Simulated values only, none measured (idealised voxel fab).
The document below concerns the process module designated voxel released beams.
It is cross-section cut that appears here, measuring 295 nm in width, its square cells being 5 nm in size.
A cross-section in this document is a grid of square cells, and it is written down as bands, the top band listed before the ones below it; a band is made up of one or more rows of cells.
Heads up on the band format: heights come first, top then bottom, in nm. After that it's the materials left to right, each with its width in nm. A single material flagged "edge to edge" fills the whole band edge to edge, and "blank" means there's empty space there.
Heights are reckoned from 0. Under this level, the received wafer is all of one material. The bottommost band is open-ended downward, for example "top 0, no bottom".
Graded width ("30 to 40"): value in top row of band = first number; value in bottom row = second number; row-to-row change constant.
Step marked "no alterations made"? Then no cell in the cross-section changed in it.
Each empty space that has no open way to the top and spans at least 8 cells appears under "Closed void table" as width x height at distance, the distance counted from the left edge, all in nm.
Post-settings text on a step line: simulator's own remark regarding the step.
The optional step-line setting "overlay nm" applies to steps with a mask and quantifies how far to the right of its planned location the mask lay, a negative value indicating leftward placement.

PROCESS STEPS - PLAN
step 1: RECEIVE: material Si
step 2: CONFORMAL_DEP: material Al2O3, thk nm 5
step 3: DIRECTIONAL_DEP: material SiO2, thk nm 10
step 4: MASKED_ETCH: tone open, mask id ANCHOR, width nm 35, etch materials SiO2, depth nm 10, overlay nm 0
step 5: CONFORMAL_DEP: material W, thk nm 10
step 6: MASKED_ETCH: tone cover, mask id BEAM, width nm 105, etch materials W, depth nm 10, overlay nm 0
step 7: STRIP: etch materials SiO2

CONCERNING THE FIRST OF TWO WAFERS, WHICH WAS RUN IN ACCORDANCE WITH THE PLAN

WAFER CROSS-SECTION ON RECEIPT, I.E. AFTER STEP 1
	top 0, no bottom: Si edge to edge
	Closed void table: none

SO THIS IS THE WAFER CROSS-SECTION RIGHT AFTER STEP 2
	top 5, bottom 0: Al2O3 edge to edge
	Whatever lies below 0 is exactly as it was before.

SO THIS IS THE WAFER CROSS-SECTION RIGHT AFTER STEP 3
	top 15, bottom 5: SiO2 edge to edge
	Whatever lies below 5 is exactly as it was before.

SO THIS IS THE WAFER CROSS-SECTION RIGHT AFTER STEP 4
	top 15, bottom 5: 95 of SiO2; 35 of blank; 165 of SiO2
	Whatever lies below 5 is exactly as it was before.

SO THIS IS THE WAFER CROSS-SECTION RIGHT AFTER STEP 5
	top 25, bottom 15: 105 of W; 15 of blank; 175 of W
	top 15, bottom 5: 95 of SiO2; 35 of W; 165 of SiO2
	Whatever lies below 5 is exactly as it was before.

SO THIS IS THE WAFER CROSS-SECTION RIGHT AFTER STEP 6
	top 25, bottom 15: 90 of blank; 15 of W; 15 of blank; 75 of W; 100 of blank
	Whatever lies below 15 is exactly as it was before.

SO THIS IS THE WAFER CROSS-SECTION RIGHT AFTER STEP 7
	top 25, bottom 15: 90 of blank; 15 of W; 15 of blank; 75 of W; 100 of blank
	top 15, bottom 5: 95 of blank; 35 of W; 165 of blank
	Whatever lies below 5 is exactly as it was before.

OKAY, SECOND WAFER. NOTHING DIFFERENT AT THE START, NOTHING DIFFERENT IN THE PLAN, JUST ONE MISTAKE SOMEWHERE IN THE RUNNING. AS FAR AS STEP 5, COUNTING THAT STEP, IT'S THE FIRST WAFER ALL OVER AGAIN

CROSS-SECTIONAL VIEW OF THE SECOND WAFER AT THE INTENDED END TIME OF PROCESS STEP 6
	top 25, bottom 15: 90 of blank; 15 of W; 15 of blank; 75 of W; 100 of blank
	Whatever lies below 15 is exactly as it was before.

CROSS-SECTIONAL VIEW OF THE SECOND WAFER AT THE INTENDED END TIME OF PROCESS STEP 7
	top 25, bottom 15: 90 of blank; 15 of W; 15 of blank; 75 of W; 100 of blank
	top 15, bottom 5: 95 of blank; 35 of W; 165 of blank
	Whatever lies below 5 is exactly as it was before.
Finding, execution versus plan: step 6 of the plan was executed twice over
The two wafers come out with the same cross-section, meaning that, for this model, the mistake has no consequence in the computed result.
